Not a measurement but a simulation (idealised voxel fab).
Process module in this document: voxel released beams
Shown is cross-section cut, with a width of 155 nm and square cells of size 5 nm.
Cross-sections here: square-cell grids, written as top-down lists of bands, a band being one or more rows of cells.
Band: top height; bottom height; in nm. Then, left to right: material with width in nm, for each material. "all across": a single material spanning edge to edge. "blank": empty space.
Height is counted from the level 0, under which the received wafer is composed throughout of one material. The lowest of the bands is not closed at the bottom but continues downward, in the notation "0 nm and below".
Think of "30->40" as a width that walks from the first number to the second as you go down the band, top row to bottom row, taking equal-sized steps from row to row.
"no change occurred" -> step changed no cross-section cell.
Closed-off voids of 8+ cells (no open route to the top) go in "Closed void listing", written width x height at distance from the left edge, in nm.
Text after the settings on a step's line: the simulator's own remark on that step.
"overlay nm", when on a step's line for a step with a mask, measures how far to the right of its planned place the mask lay; a negative measure means to the left.
Listed below are the process steps as planned:
- 1: RECEIVE | material Si
- 2: CONFORMAL_DEP | material SiN | thk nm 5
- 3: DIRECTIONAL_DEP | material SiO2 | thk nm 15
- 4: MASKED_ETCH | tone open | mask id ANCHOR | width nm 35 | etch materials SiO2 | depth nm 15 | overlay nm 0
- 5: CONFORMAL_DEP | material W | thk nm 15
- 6: DIRECTIONAL_DEP | material aC | thk nm 15
- 7: PATTERN | tone cover | mask id BEAM | material resist | width nm 90 | thk nm 30 | overlay nm 0
- 8: DIRECTIONAL_ETCH | etch materials aC | depth nm 15
- 9: STRIP | etch materials resist
- 10: DIRECTIONAL_ETCH | etch materials W | depth nm 15
- 11: STRIP | etch materials aC
- 12: STRIP | etch materials SiO2
Shown in cross-section is the wafer as received, that is, as it stands after step 1:
- 0 nm and below | Si all across
- Closed void listing: none
This is how the wafer looks in cross-section once the module is done, given the starting state and plan above and one mistake in carrying the plan out:
- 35 nm to 20 nm | 30 nm blank | 55 nm W | 70 nm blank
- 20 nm to 5 nm | 20 nm blank | 15 nm W | 35 nm SiO2 | 50 nm W | 35 nm blank
- 5 nm to 0 nm | SiN all across
- 0 nm and below | Si all across
- Closed void listing: none
Misprocessing identified: rather than as planned, step 4 actually ran as MASKED_ETCH | tone cover | mask id ANCHOR | width nm 35 | etch materials SiO2 | depth nm 15 | overlay nm 0
